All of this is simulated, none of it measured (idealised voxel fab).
Process module name: voxel tone inversion
Section shown: cut. Width: 220 nm. Cell size: 5 nm, square.
Cross-section layout: square cells on a grid; listed as bands, top to bottom; a band spans one or more cell rows.
Within each band entry, the heights of the top and of the bottom of the band appear first, in that order and in nm; the materials of the band then follow from left to right, each with its corresponding width in nm. The designation "everywhere" on a single material indicates that it fills the band from edge to edge; the designation "air" indicates empty space.
Height datum 0, below which the as-received substrate wafer is one material. Lowest band open at the bottom, running downward: "z 0 and below".
Read "30 to 40" as a graded width: first number on top, second number at the bottom, same change between each pair of neighbouring rows.
"nothing was modified" (step): cross-section cells unchanged, all of them.
"Enclosed void entries": empty spaces of 8 cells or more with no open way to the top, each given as width x height at distance, distance from the left edge, all in nm.
Formally, on a step line, whatever follows the settings is a remark that the simulator itself makes on the step.
overlay nm: how far to the right of its planned place the mask lay on this masked step (negative: to the left).
[Process steps (planned)]
1. RECEIVE | material Si
2. CONFORMAL_DEP | material SiN | thk nm 5
3. DIRECTIONAL_DEP | material aC | thk nm 20
4. PATTERN | tone cover | mask id POSTS | material resist | width nm 20 | pitch nm 40 | thk nm 30 | overlay nm 0
5. DIRECTIONAL_ETCH | etch materials aC | depth nm 20
6. STRIP | etch materials resist
7. FILL_DEP | material lowk | thk nm 5
8. CMP | height nm 25
9. STRIP | etch materials aC
10. CONFORMAL_DEP | material TiN | thk nm 5
11. FILL_DEP | material Cu | thk nm 10
12. CMP | height nm 25
13. CONFORMAL_DEP | material SiCN | thk nm 5
For clarity, it should be stated that the wafers under discussion commence in an identical condition and differ with respect to the thk nm of step 13, the plan indicating the value that the first wafer had.
[Cross-section of the first of several received wafers, showing its state after step 1]
    z 0 and below: Si everywhere
    Enclosed void entries: none
[Quick key for the table: a row per wafer, taken at the end of the module. For each material it tells you how many cells the wafer gained (+) or lost (-) since it came in, and the closed voids come after]
thk nm 5; +12 Cu; +44 SiCN; +44 SiN; +20 TiN; +144 lowk; Enclosed void entries: none
thk nm 10; +12 Cu; +88 SiCN; +44 SiN; +20 TiN; +144 lowk; Enclosed void entries: none
thk nm 15; +12 Cu; +132 SiCN; +44 SiN; +20 TiN; +144 lowk; Enclosed void entries: none
thk nm 20; +12 Cu; +176 SiCN; +44 SiN; +20 TiN; +144 lowk; Enclosed void entries: none
